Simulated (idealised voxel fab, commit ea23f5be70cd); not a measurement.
The following process module bears the name voxel capacitor over wiring.
Cross-section cut: width 210 nm, square cells of 5 nm.
Think of the cross-section as a grid of square cells. We describe it in bands, top to bottom, and each band covers one or more rows of those cells.
It is stipulated that each band's entry specify, in nanometres, the height of the top of the band and then that of its bottom, followed by the materials of the band in left-to-right sequence, each together with its width in nanometres. A single material marked by the word "throughout" is understood to fill the band from edge to edge; the word "air" is understood to denote empty space.
Height reference: 0 = level under which incoming wafer is all one material. Lowest band: no bottom, runs on downward, e.g. "top 0, no bottom".
A width given as "30..40" starts at the first number in the band's top row and ends at the second number in its bottom row, shifting by an equal amount at every step from row to row.
"remained the same" means the step left every cell of the cross-section as it was.
Heads up: "Closed void catalog" only lists the empty pockets with no open path to the top that are 8 cells or more, and it writes them as width x height at distance, distance from the left edge, in nm.
If you see something after the settings on a step's line, that's the simulator's own remark about that step.
"overlay nm" denotes, for a step that has a mask, the displacement of the mask to the right of its planned place, with negative values corresponding to the left.
-- Intended process steps
1) RECEIVE [material Si]
2) CONFORMAL_DEP [material SiO2] [thk nm 15]
3) CONFORMAL_DEP [material SiN] [thk nm 5]
4) DIRECTIONAL_DEP [material lowk] [thk nm 15]
5) PATTERN [tone open] [mask id METAL_1] [material resist] [width nm 20] [pitch nm 75] [thk nm 20] [overlay nm 0]
6) DIRECTIONAL_ETCH [etch materials lowk] [depth nm 15]
7) DIRECTIONAL_ETCH [etch materials SiN] [depth nm 5]
8) STRIP [etch materials resist]
9) CONFORMAL_DEP [material TiN] [thk nm 5]
10) FILL_DEP [material Ru] [thk nm 10]
11) CMP [height nm 35]
12) EPI [material Ru] [thk nm 5]
13) FILL_DEP [material SiCN] [thk nm 5]
14) DIRECTIONAL_DEP [material lowk] [thk nm 10]
15) MASKED_ETCH [tone open] [mask id PLUG_1] [width nm 15] [etch materials lowk] [depth nm 10] [overlay nm 0]
16) MASKED_ETCH [tone open] [mask id PLUG_1] [width nm 15] [etch materials SiCN] [depth nm 5] [overlay nm 0]
17) EPI [material Ru] [thk nm 10]
18) EPI [material Ru] [thk nm 5]
19) DIRECTIONAL_DEP [material TiN] [thk nm 5]
20) DIRECTIONAL_DEP [material Al2O3] [thk nm 5]
21) DIRECTIONAL_DEP [material TiN] [thk nm 5]
22) DIRECTIONAL_DEP [material aC] [thk nm 15]
23) PATTERN [tone cover] [mask id UPPER_PLATE] [material resist] [width nm 60] [thk nm 35] [overlay nm 0]
24) DIRECTIONAL_ETCH [etch materials aC] [depth nm 15]
25) STRIP [etch materials resist]
26) DIRECTIONAL_ETCH [etch materials TiN] [depth nm 5]
27) DIRECTIONAL_ETCH [etch materials Al2O3] [depth nm 5]
28) STRIP [etch materials aC]
29) MASKED_ETCH [tone cover] [mask id LOWER_PLATE] [width nm 70] [etch materials TiN] [depth nm 5] [overlay nm 0]
30) FILL_DEP [material SiO2] [thk nm 20]
31) CMP [height nm 85]
32) PATTERN [tone open] [mask id PLUG_2] [material resist] [width nm 15] [thk nm 20] [overlay nm 0]
33) DIRECTIONAL_ETCH [etch materials SiO2] [depth nm 15]
34) STRIP [etch materials resist]
35) CONFORMAL_DEP [material TiN] [thk nm 5]
36) FILL_DEP [material Cu] [thk nm 10]
37) CMP [height nm 85]
38) CONFORMAL_DEP [material SiCN] [thk nm 5]
-- The following pertains to the first of two wafers, which was processed as planned
-- Cross-section: wafer on arrival = after step 1
top 0, no bottom = Si throughout
Closed void catalog: none
-- So this is the wafer cross-section right after step 2
top 15, bottom 0 = SiO2 throughout
All layers under 0 are left as they were.
-- So this is the wafer cross-section right after step 3
top 20, bottom 15 = SiN throughout
All layers under 15 are left as they were.
-- So this is the wafer cross-section right after step 4
top 35, bottom 20 = lowk throughout
All layers under 20 are left as they were.
-- So this is the wafer cross-section right after step 5
top 55, bottom 35 = 55 nm resist | 20 nm air | 55 nm resist | 20 nm air | 60 nm resist
All layers under 35 are left as they were.
-- So this is the wafer cross-section right after step 6
top 55, bottom 35 = 55 nm resist | 20 nm air | 55 nm resist | 20 nm air | 60 nm resist
top 35, bottom 20 = 55 nm lowk | 20 nm air | 55 nm lowk | 20 nm air | 60 nm lowk
All layers under 20 are left as they were.
-- So this is the wafer cross-section right after step 7
top 55, bottom 35 = 55 nm resist | 20 nm air | 55 nm resist | 20 nm air | 60 nm resist
top 35, bottom 20 = 55 nm lowk | 20 nm air | 55 nm lowk | 20 nm air | 60 nm lowk
top 20, bottom 15 = 55 nm SiN | 20 nm air | 55 nm SiN | 20 nm air | 60 nm SiN
All layers under 15 are left as they were.
-- So this is the wafer cross-section right after step 8
top 35, bottom 20 = 55 nm lowk | 20 nm air | 55 nm lowk | 20 nm air | 60 nm lowk
All layers under 20 are left as they were.
-- So this is the wafer cross-section right after step 9
top 40, bottom 35 = 60 nm TiN | 10 nm air | 65 nm TiN | 10 nm air | 65 nm TiN
top 35, bottom 20 = 55 nm lowk | 5 nm TiN | 10 nm air | 5 nm TiN | 55 nm lowk | 5 nm TiN | 10 nm air | 5 nm TiN | 60 nm lowk
top 20, bottom 15 = 55 nm SiN | 20 nm TiN | 55 nm SiN | 20 nm TiN | 60 nm SiN
All layers under 15 are left as they were.
-- So this is the wafer cross-section right after step 10
top 50, bottom 40 = Ru throughout
top 40, bottom 35 = 60 nm TiN | 10 nm Ru | 65 nm TiN | 10 nm Ru | 65 nm TiN
top 35, bottom 20 = 55 nm lowk | 5 nm TiN | 10 nm Ru | 5 nm TiN | 55 nm lowk | 5 nm TiN | 10 nm Ru | 5 nm TiN | 60 nm lowk
All layers under 20 are left as they were.
-- So this is the wafer cross-section right after step 11
top 35, bottom 20 = 55 nm lowk | 5 nm TiN | 10 nm Ru | 5 nm TiN | 55 nm lowk | 5 nm TiN | 10 nm Ru | 5 nm TiN | 60 nm lowk
All layers under 20 are left as they were.
-- So this is the wafer cross-section right after step 12
top 40, bottom 35 = 50 nm air | 30 nm Ru | 45 nm air | 30 nm Ru | 55 nm air
All layers under 35 are left as they were.
-- So this is the wafer cross-section right after step 13
top 45, bottom 40 = SiCN throughout
top 40, bottom 35 = 50 nm SiCN | 30 nm Ru | 45 nm SiCN | 30 nm Ru | 55 nm SiCN
All layers under 35 are left as they were.
-- So this is the wafer cross-section right after step 14
top 55, bottom 45 = lowk throughout
All layers under 45 are left as they were.
-- So this is the wafer cross-section right after step 15
top 55, bottom 45 = 60 nm lowk | 15 nm air | 135 nm lowk
All layers under 45 are left as they were.
-- So this is the wafer cross-section right after step 16
top 55, bottom 45 = 60 nm lowk | 15 nm air | 135 nm lowk
top 45, bottom 40 = 60 nm SiCN | 15 nm air | 135 nm SiCN
All layers under 40 are left as they were.
-- So this is the wafer cross-section right after step 17
top 55, bottom 50 = 60 nm lowk | 15 nm air | 135 nm lowk
top 50, bottom 45 = 60 nm lowk | 15 nm Ru | 135 nm lowk
top 45, bottom 40 = 60 nm SiCN | 15 nm Ru | 135 nm SiCN
All layers under 40 are left as they were.
-- So this is the wafer cross-section right after step 18
top 55, bottom 45 = 60 nm lowk | 15 nm Ru | 135 nm lowk
All layers under 45 are left as they were.
-- So this is the wafer cross-section right after step 19
top 60, bottom 55 = TiN throughout
All layers under 55 are left as they were.
-- So this is the wafer cross-section right after step 20
top 65, bottom 60 = Al2O3 throughout
All layers under 60 are left as they were.
-- So this is the wafer cross-section right after step 21
top 70, bottom 65 = TiN throughout
All layers under 65 are left as they were.
-- So this is the wafer cross-section right after step 22
top 85, bottom 70 = aC throughout
All layers under 70 are left as they were.
-- So this is the wafer cross-section right after step 23
top 120, bottom 85 = 60 nm air | 60 nm resist | 90 nm air
All layers under 85 are left as they were.
-- So this is the wafer cross-section right after step 24
top 105, bottom 85 = 60 nm air | 60 nm resist | 90 nm air
top 85, bottom 70 = 60 nm air | 60 nm aC | 90 nm air
All layers under 70 are left as they were.
-- So this is the wafer cross-section right after step 25
top 85, bottom 70 = 60 nm air | 60 nm aC | 90 nm air
All layers under 70 are left as they were.
-- So this is the wafer cross-section right after step 26
top 85, bottom 70 = 60 nm air | 60 nm aC | 90 nm air
top 70, bottom 65 = 60 nm air | 60 nm TiN | 90 nm air
All layers under 65 are left as they were.
-- So this is the wafer cross-section right after step 27
top 85, bottom 70 = 60 nm air | 60 nm aC | 90 nm air
top 70, bottom 65 = 60 nm air | 60 nm TiN | 90 nm air
top 65, bottom 60 = 60 nm air | 60 nm Al2O3 | 90 nm air
All layers under 60 are left as they were.
-- So this is the wafer cross-section right after step 28
top 70, bottom 65 = 60 nm air | 60 nm TiN | 90 nm air
All layers under 65 are left as they were.
-- So this is the wafer cross-section right after step 29
top 70, bottom 65 = 60 nm air | 60 nm TiN | 90 nm air
top 65, bottom 60 = 60 nm air | 60 nm Al2O3 | 90 nm air
top 60, bottom 55 = 55 nm air | 70 nm TiN | 85 nm air
All layers under 55 are left as they were.
-- So this is the wafer cross-section right after step 30
top 90, bottom 70 = SiO2 throughout
top 70, bottom 65 = 60 nm SiO2 | 60 nm TiN | 90 nm SiO2
top 65, bottom 60 = 60 nm SiO2 | 60 nm Al2O3 | 90 nm SiO2
top 60, bottom 55 = 55 nm SiO2 | 70 nm TiN | 85 nm SiO2
All layers under 55 are left as they were.
-- So this is the wafer cross-section right after step 31
top 85, bottom 70 = SiO2 throughout
All layers under 70 are left as they were.
-- So this is the wafer cross-section right after step 32
top 105, bottom 85 = 70 nm resist | 15 nm air | 125 nm resist
All layers under 85 are left as they were.
-- So this is the wafer cross-section right after step 33
top 105, bottom 85 = 70 nm resist | 15 nm air | 125 nm resist
top 85, bottom 70 = 70 nm SiO2 | 15 nm air | 125 nm SiO2
All layers under 70 are left as they were.
-- So this is the wafer cross-section right after step 34
top 85, bottom 70 = 70 nm SiO2 | 15 nm air | 125 nm SiO2
All layers under 70 are left as they were.
-- So this is the wafer cross-section right after step 35
top 90, bottom 85 = 75 nm TiN | 5 nm air | 130 nm TiN
top 85, bottom 75 = 70 nm SiO2 | 5 nm TiN | 5 nm air | 5 nm TiN | 125 nm SiO2
top 75, bottom 65 = 70..60 nm SiO2 | 15..60 nm TiN | 125..90 nm SiO2
All layers under 65 are left as they were.
-- So this is the wafer cross-section right after step 36
top 100, bottom 90 = Cu throughout
top 90, bottom 85 = 75 nm TiN | 5 nm Cu | 130 nm TiN
top 85, bottom 75 = 70 nm SiO2 | 5 nm TiN | 5 nm Cu | 5 nm TiN | 125 nm SiO2
All layers under 75 are left as they were.
-- So this is the wafer cross-section right after step 37
top 85, bottom 75 = 70 nm SiO2 | 5 nm TiN | 5 nm Cu | 5 nm TiN | 125 nm SiO2
All layers under 75 are left as they were.
-- So this is the wafer cross-section right after step 38
top 90, bottom 85 = SiCN throughout
All layers under 85 are left as they were.
-- It is to be noted that the second wafer proceeded from the same initial state and according to the same plan as the first, although one mistake was committed in its execution; through step 22, inclusive, the two wafers share an identical history
-- At the planned end of step 23, the second wafer in cross-section
top 120, bottom 85 = 65 nm air | 55 nm resist | 90 nm air
All layers under 85 are left as they were.
-- At the planned end of step 24, the second wafer in cross-section
top 105, bottom 85 = 65 nm air | 55 nm resist | 90 nm air
top 85, bottom 70 = 65 nm air | 55 nm aC | 90 nm air
All layers under 70 are left as they were.
-- At the planned end of step 25, the second wafer in cross-section
top 85, bottom 70 = 65 nm air | 55 nm aC | 90 nm air
All layers under 70 are left as they were.
-- At the planned end of step 26, the second wafer in cross-section
top 85, bottom 70 = 65 nm air | 55 nm aC | 90 nm air
top 70, bottom 65 = 65 nm air | 55 nm TiN | 90 nm air
All layers under 65 are left as they were.
-- At the planned end of step 27, the second wafer in cross-section
top 85, bottom 70 = 65 nm air | 55 nm aC | 90 nm air
top 70, bottom 65 = 65 nm air | 55 nm TiN | 90 nm air
top 65, bottom 60 = 65 nm air | 55 nm Al2O3 | 90 nm air
All layers under 60 are left as they were.
-- At the planned end of step 28, the second wafer in cross-section
top 70, bottom 65 = 65 nm air | 55 nm TiN | 90 nm air
All layers under 65 are left as they were.
-- At the planned end of step 29, the second wafer in cross-section
top 70, bottom 65 = 65 nm air | 55 nm TiN | 90 nm air
top 65, bottom 60 = 65 nm air | 55 nm Al2O3 | 90 nm air
top 60, bottom 55 = 55 nm air | 70 nm TiN | 85 nm air
All layers under 55 are left as they were.
-- At the planned end of step 30, the second wafer in cross-section
top 90, bottom 70 = SiO2 throughout
top 70, bottom 65 = 65 nm SiO2 | 55 nm TiN | 90 nm SiO2
top 65, bottom 60 = 65 nm SiO2 | 55 nm Al2O3 | 90 nm SiO2
top 60, bottom 55 = 55 nm SiO2 | 70 nm TiN | 85 nm SiO2
All layers under 55 are left as they were.
-- At the planned end of step 31, the second wafer in cross-section
top 85, bottom 70 = SiO2 throughout
All layers under 70 are left as they were.
-- At the planned end of step 32, the second wafer in cross-section
top 105, bottom 85 = 70 nm resist | 15 nm air | 125 nm resist
All layers under 85 are left as they were.
-- At the planned end of step 33, the second wafer in cross-section
top 105, bottom 85 = 70 nm resist | 15 nm air | 125 nm resist
top 85, bottom 70 = 70 nm SiO2 | 15 nm air | 125 nm SiO2
All layers under 70 are left as they were.
-- At the planned end of step 34, the second wafer in cross-section
top 85, bottom 70 = 70 nm SiO2 | 15 nm air | 125 nm SiO2
All layers under 70 are left as they were.
-- At the planned end of step 35, the second wafer in cross-section
top 90, bottom 85 = 75 nm TiN | 5 nm air | 130 nm TiN
top 85, bottom 75 = 70 nm SiO2 | 5 nm TiN | 5 nm air | 5 nm TiN | 125 nm SiO2
top 75, bottom 65 = 70..65 nm SiO2 | 15..55 nm TiN | 125..90 nm SiO2
All layers under 65 are left as they were.
-- At the planned end of step 36, the second wafer in cross-section
top 100, bottom 90 = Cu throughout
top 90, bottom 85 = 75 nm TiN | 5 nm Cu | 130 nm TiN
top 85, bottom 75 = 70 nm SiO2 | 5 nm TiN | 5 nm Cu | 5 nm TiN | 125 nm SiO2
All layers under 75 are left as they were.
-- At the planned end of step 37, the second wafer in cross-section
top 85, bottom 75 = 70 nm SiO2 | 5 nm TiN | 5 nm Cu | 5 nm TiN | 125 nm SiO2
All layers under 75 are left as they were.
-- At the planned end of step 38, the second wafer in cross-section
top 90, bottom 85 = SiCN throughout
All layers under 85 are left as they were.
The mistake made against the process plan was this: so step 23 ended up running with a different setting than we planned, it ran as PATTERN [tone cover] [mask id UPPER_PLATE] [material resist] [width nm 55] [thk nm 35] [overlay nm 0]
At the finish, the second wafer shows more or fewer cells for some materials than the first does: -1 Al2O3; +2 SiO2; -1 TiN
